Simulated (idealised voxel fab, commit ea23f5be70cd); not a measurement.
process module | voxel released beams
cross-section cut | 270 nm wide | cells 5 nm
A cross-section is a grid of square cells, given in bands from the top down. A band is one or more rows of cells.
Each band's line starts with the height of the band's top and of its bottom, in nm. Then come its materials from left to right, each with its width in nm. One material with "throughout" fills the band from edge to edge. "air" is empty space.
Height 0 is the level under which the wafer as received is all one material. The lowest band goes on downwards, as in "0 down".
A width such as "30 to 40" changes by the same amount from each row of cells to the next, from the band's top row to its bottom row.
"no change" after a step means that no cell of the cross-section changed.
closed voids: empty space of 8 cells or more with no open way to the top, each as width x height at its distance from the left edge, in nm
after a step's settings: what the simulator itself notes on the step
overlay nm, on a step with a mask: how far to the right of its planned place the mask lay; to the left if negative
plan
1 op RECEIVE | material Si
2 op CONFORMAL_DEP | material SiN | thk nm 5
3 op DIRECTIONAL_DEP | material SiO2 | thk nm 10
4 op MASKED_ETCH | tone open | mask id ANCHOR | width nm 35 | etch materials SiO2 | depth nm 10 | overlay nm 0
5 op CONFORMAL_DEP | material polySi | thk nm 10
6 op DIRECTIONAL_DEP | material aC | thk nm 15
7 op PATTERN | tone cover | mask id BEAM | material resist | width nm 100 | thk nm 30 | overlay nm 0
8 op DIRECTIONAL_ETCH | etch materials aC | depth nm 15
9 op STRIP | etch materials resist
10 op DIRECTIONAL_ETCH | etch materials polySi | depth nm 10
11 op STRIP | etch materials aC
12 op STRIP | etch materials SiO2
as received, after step 1
  0 down: Si throughout
  closed voids: none
a wafer at the end: this start, this plan, one mistake
  25 to 15: SiN 95 | air 15 | SiN 160
  15 to 5: SiO2 85 | SiN 35 | SiO2 150
  5 to 0: SiN throughout
  0 down: Si throughout
  closed voids: none
what went wrong: step 5 ran as: op CONFORMAL_DEP | material SiN | thk nm 10
